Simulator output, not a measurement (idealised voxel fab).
Documented hereafter: the process module known as voxel transistor to metal.
Section cut is 195 nm wide and gridded with 5 nm square cells.
Reading order for cross-sections: top band down to bottom band. Underlying form: a grid of square cells. Band size: one or more rows of cells.
For a band, the entry starts with two heights in nm, that of the top and then that of the bottom, and carries on with the band's materials in order from left to right, each alongside its width in nm; the word "throughout" beside a single material means it fills the band edge to edge, and "empty" means empty space.
Heights from 0 (as-received wafer is one material below). Bottom band endless downward, as "0..down".
Note: "30..40" means the width goes from the first number (top row of the band) to the second number (bottom row) in equal steps per row of cells.
For the purposes of this document, the phrase "left unchanged" attached to a step denotes that no cell within the cross-section was modified by that step.
So "Closed void listing" is basically the list of trapped voids: any empty space of 8 cells or more that can't reach the top through an opening. They're written width x height at distance, the distance being from the left edge, and it's all nm.
On each step's line, the part that comes after the settings is the simulator's own comment on the step.
overlay nm: mask right of planned place by this much (step with mask). Neg. = left.

Here's what the planned process steps look like:
1,RECEIVE,material Si
2,CONFORMAL_DEP,material SiO2,thk nm 5
3,CONFORMAL_DEP,material SiN,thk nm 10
4,MASKED_ETCH,tone cover,mask id ACTIVE,width nm 115,etch materials SiN,depth nm 10,overlay nm 0
5,MASKED_ETCH,tone cover,mask id ACTIVE,width nm 115,etch materials SiO2,depth nm 5,overlay nm 0
6,MASKED_ETCH,tone cover,mask id ACTIVE,width nm 115,etch materials Si,depth nm 30,overlay nm 0
7,FILL_DEP,material SiO2,thk nm 5
8,CMP,height nm 15
9,SELECTIVE_ETCH,etch materials SiO2,depth nm 5
10,STRIP,etch materials SiN
11,SELECTIVE_ETCH,etch materials SiO2,depth nm 5
12,OXIDIZE,depth nm 5
13,DIRECTIONAL_DEP,material polySi,thk nm 20
14,DIRECTIONAL_DEP,material SiCN,thk nm 10
15,PATTERN,tone cover,mask id GATE,material resist,width nm 25,thk nm 15,overlay nm 0
16,DIRECTIONAL_ETCH,etch materials SiCN,depth nm 20
17,DIRECTIONAL_ETCH,etch materials polySi,depth nm 30
18,STRIP,etch materials resist
19,CONFORMAL_DEP,material SiO2,thk nm 5
20,DIRECTIONAL_ETCH,etch materials SiO2,depth nm 5
21,CONFORMAL_DEP,material SiN,thk nm 10
22,DIRECTIONAL_ETCH,etch materials SiN,depth nm 10
23,DIRECTIONAL_ETCH,etch materials SiO2,depth nm 5
24,DIRECTIONAL_ETCH,etch materials Si,depth nm 15
25,EPI,material SiGe,thk nm 15
26,FILL_DEP,material SiO2,thk nm 5
27,CMP,height nm 20
28,STRIP,etch materials polySi
29,SELECTIVE_ETCH,etch materials SiO2,depth nm 5
30,CONFORMAL_DEP,material HfO2,thk nm 5
31,CONFORMAL_DEP,material TiN,thk nm 5
32,FILL_DEP,material W,thk nm 10
33,CMP,height nm 15
34,DIRECTIONAL_DEP,material SiO2,thk nm 15
35,MASKED_ETCH,tone open,mask id CONTACT,width nm 15,pitch nm 80,etch materials SiO2,depth nm 20,overlay nm 0
36,CONFORMAL_DEP,material TiN,thk nm 5
37,FILL_DEP,material W,thk nm 10
38,CMP,height nm 30
39,CONFORMAL_DEP,material SiCN,thk nm 5
40,DIRECTIONAL_DEP,material SiO2,thk nm 25
41,MASKED_ETCH,tone open,mask id METAL_1,width nm 15,pitch nm 80,etch materials SiO2,depth nm 25,overlay nm 0
42,MASKED_ETCH,tone open,mask id METAL_1,width nm 15,pitch nm 80,etch materials SiCN,depth nm 5,overlay nm 0
43,CONFORMAL_DEP,material TiN,thk nm 5
44,FILL_DEP,material Cu,thk nm 5
45,CMP,height nm 60
46,CONFORMAL_DEP,material SiCN,thk nm 5
47,DIRECTIONAL_DEP,material lowk,thk nm 25
48,MASKED_ETCH,tone open,mask id METAL_2,width nm 15,pitch nm 80,etch materials lowk,depth nm 15,overlay nm 0
49,DIRECTIONAL_DEP,material aC,thk nm 10
50,PATTERN,tone open,mask id METAL_2_HOLES,material resist,width nm 15,pitch nm 80,thk nm 30,overlay nm 0
51,DIRECTIONAL_ETCH,etch materials aC,depth nm 10
52,STRIP,etch materials resist
53,DIRECTIONAL_ETCH,etch materials lowk,depth nm 10
54,DIRECTIONAL_ETCH,etch materials SiCN,depth nm 5
55,STRIP,etch materials aC
56,CONFORMAL_DEP,material TiN,thk nm 5
57,FILL_DEP,material Cu,thk nm 10
58,CMP,height nm 90
59,CONFORMAL_DEP,material SiN,thk nm 5

Received-state cross-section, reflecting completion of step 1:
    0..down: Si throughout
    Closed void listing: none

Cross-sectional image of the first of two wafers at the end of the module, the run having proceeded as planned:
    95..90: SiN throughout
    90..65: lowk=50, TiN=5, Cu=5, TiN=5, lowk=65, TiN=5, Cu=5, TiN=5, lowk=50
    65..60: SiCN=50, TiN=15, SiCN=65, TiN=15, SiCN=50
    60..35: SiO2=50, TiN=5, Cu=5, TiN=5, SiO2=65, TiN=5, Cu=5, TiN=5, SiO2=50
    35..30: SiCN=50, TiN=15, SiCN=65, TiN=15, SiCN=50
    30..15: SiO2=50, TiN=5, W=5, TiN=5, SiO2=65, TiN=5, W=5, TiN=5, SiO2=50
    15..10: SiO2=50, TiN=15, SiO2=5, SiN=10, HfO2=5, TiN=5, W=15, TiN=5, HfO2=5, SiN=10, SiO2=5, TiN=15, SiO2=50
    10..5: SiO2=45, SiGe=25, SiN=10, HfO2=5, TiN=5, W=15, TiN=5, HfO2=5, SiN=10, SiGe=25, SiO2=45
    5..0: SiO2=40, SiN=10, SiGe=20, SiN=10, HfO2=5, TiN=25, HfO2=5, SiN=10, SiGe=20, SiN=10, SiO2=40
    0..-5: SiO2=50, SiGe=20, SiO2=10, HfO2=35, SiO2=10, SiGe=20, SiO2=50
    -5..-20: SiO2=40, Si=10, SiGe=20, Si=55, SiGe=20, Si=10, SiO2=40
    -20..-30: SiO2=40, Si=115, SiO2=40
    -30..down: Si throughout
    Closed void listing: none

End-of-module cross-section of the second wafer: identical starting point and process plan to the first, with one processing mistake:
    95..90: SiN throughout
    90..65: lowk=50, TiN=5, Cu=5, TiN=5, lowk=65, TiN=5, Cu=5, TiN=5, lowk=50
    65..60: SiCN=50, TiN=15, SiCN=65, TiN=15, SiCN=50
    60..35: SiO2=50, TiN=5, Cu=5, TiN=5, SiO2=65, TiN=5, Cu=5, TiN=5, SiO2=50
    35..30: SiCN=50, TiN=15, SiCN=65, TiN=15, SiCN=50
    30..15: SiO2=50, TiN=5, W=5, TiN=5, SiO2=65, TiN=5, W=5, TiN=5, SiO2=50
    15..10: SiO2=50, TiN=15, SiO2=5, SiN=10, HfO2=5, TiN=5, W=15, TiN=5, HfO2=5, SiN=10, SiO2=5, TiN=15, SiO2=50
    10..5: SiO2=45, SiGe=25, SiN=10, HfO2=5, TiN=5, W=15, TiN=5, HfO2=5, SiN=10, SiGe=25, SiO2=45
    5..0: SiO2=40, SiN=10, SiGe=20, SiN=10, HfO2=5, TiN=25, HfO2=5, SiN=10, SiGe=20, SiN=10, SiO2=40
    0..-5: SiO2=50, SiGe=20, SiO2=10, HfO2=35, SiO2=10, SiGe=20, SiO2=50
    -5..-30: SiO2=40, Si=10, SiGe=20, Si=55, SiGe=20, Si=10, SiO2=40
    -30..-35: Si=50, SiGe=20, Si=55, SiGe=20, Si=50
    -35..down: Si throughout
    Closed void listing: none
Against the plan, the run slipped here: step 24 in the plan was executed twice
Bottom line after processing is that, in cells, the second wafer is up or down on some materials versus the first: Si: 24 fewer | SiGe: 24 more
